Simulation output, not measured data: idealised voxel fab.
process module | voxel spacer lines
cross-section cut | 175 nm wide | cells 5 nm
A cross-section is a grid of square cells, given in bands from the top down. A band is one or more rows of cells.
Each band's line starts with the height of the band's top and of its bottom, in nm. Then come its materials from left to right, each with its width in nm. One material with "throughout" fills the band from edge to edge. "air" is empty space.
Height 0 is the level under which the wafer as received is all one material. The lowest band goes on downwards, as in "0 down".
A width such as "30 to 40" changes by the same amount from each row of cells to the next, from the band's top row to its bottom row.
"no change" after a step means that no cell of the cross-section changed.
closed voids: empty space of 8 cells or more with no open way to the top, each as width x height at its distance from the left edge, in nm
after a step's settings: what the simulator itself notes on the step
overlay nm, on a step with a mask: how far to the right of its planned place the mask lay; to the left if negative
plan
1 op RECEIVE | material Si
2 op CONFORMAL_DEP | material Al2O3 | thk nm 10
3 op DIRECTIONAL_DEP | material W | thk nm 15
4 op DIRECTIONAL_DEP | material polySi | thk nm 30
5 op PATTERN | tone cover | mask id MANDREL | material resist | width nm 15 | pitch nm 50 | thk nm 35 | overlay nm 0
6 op DIRECTIONAL_ETCH | etch materials polySi | depth nm 30
7 op STRIP | etch materials resist
8 op CONFORMAL_DEP | material SiO2 | thk nm 10
9 op DIRECTIONAL_ETCH | etch materials SiO2 | depth nm 10
10 op STRIP | etch materials polySi
11 op DIRECTIONAL_ETCH | etch materials W | depth nm 15
12 op STRIP | etch materials SiO2
13 op FILL_DEP | material lowk | thk nm 10
14 op CMP | height nm 25
as received, after step 1
  0 down: Si throughout
  closed voids: none
a wafer at the end: this start, this plan, one mistake
  25 to 10: lowk 15 | W 10 | lowk 25 | W 10 | lowk 5 | W 10 | lowk 25 | W 10 | lowk 5 | W 10 | lowk 25 | W 10 | lowk 15
  10 to 0: Al2O3 throughout
  0 down: Si throughout
  closed voids: none
what went wrong: step 5 ran as: op PATTERN | tone cover | mask id MANDREL | material resist | width nm 25 | pitch nm 50 | thk nm 35 | overlay nm 0
